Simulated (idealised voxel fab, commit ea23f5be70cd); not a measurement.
The following is a process module called voxel ribs on slabs.
Cross-sectional view cut (width: 155 nm; square cell size: 5 nm).
A cross-section in this document is a grid of square cells, and it is written down as bands, the top band listed before the ones below it; a band is made up of one or more rows of cells. Top height, bottom height, nm. Materials left to right, width each, nm. Single material + "full width" = fills band edge to edge. "blank" = empty. Heights from 0 (as-received wafer is one material below). Bottom band endless downward, as "0 down". Think of "30->40" as a width that walks from the first number to the second as you go down the band, top row to bottom row, taking equal-sized steps from row to row. "stayed the same" after a step means that no cell of the cross-section changed. Fully sealed cavities: empty space of 8 cells or more with no open way to the top, each as width x height at its distance from the left edge, in nm. It should be noted that, on the line of a given step, the content following the step's settings is a remark produced by the simulator itself with respect to that step. overlay nm: on a step with a mask, how far right of its planned place the mask lay; negative means left.

The following list gives the planned process steps
- 1: RECEIVE (material Si)
- 2: DIRECTIONAL_DEP (material SiO2; thk nm 20)
- 3: DIRECTIONAL_DEP (material polySi; thk nm 20)
- 4: PATTERN (tone cover; mask id RIB; material resist; width nm 20; thk nm 20; overlay nm 0)
- 5: DIRECTIONAL_ETCH (etch materials polySi; depth nm 15)
- 6: STRIP (etch materials resist)
- 7: PATTERN (tone cover; mask id SLAB; material resist; width nm 50; thk nm 20; overlay nm 0)
- 8: DIRECTIONAL_ETCH (etch materials polySi; depth nm 5)
- 9: STRIP (etch materials resist)
- 10: FILL_DEP (material SiO2; thk nm 25)
- 11: CMP (height nm 60)
- 12: DIRECTIONAL_DEP (material W; thk nm 5)
- 13: PATTERN (tone cover; mask id HEATER; material resist; width nm 30; thk nm 15; overlay nm 0)
- 14: DIRECTIONAL_ETCH (etch materials W; depth nm 5)
- 15: STRIP (etch materials resist)
- 16: CONFORMAL_DEP (material SiO2; thk nm 5)
Quick note for whoever runs this: the wafers start identical, but the width nm at step 7 isn't the same across them. The plan just shows what the first wafer had.

Cross-section, first of several wafers, as delivered after step 1
0 down  Si full width
Fully sealed cavities: none

Per wafer (row), end of module: delta in cells per material since receipt, (+) for gained, (-) for lost; closed voids after that
width nm 50 | +383 SiO2 | +6 W | +22 polySi | Fully sealed cavities: none
width nm 55 | +382 SiO2 | +6 W | +23 polySi | Fully sealed cavities: none
width nm 60 | +381 SiO2 | +6 W | +24 polySi | Fully sealed cavities: none
width nm 65 | +380 SiO2 | +6 W | +25 polySi | Fully sealed cavities: none
width nm 70 | +379 SiO2 | +6 W | +26 polySi | Fully sealed cavities: none
width nm 75 | +378 SiO2 | +6 W | +27 polySi | Fully sealed cavities: none
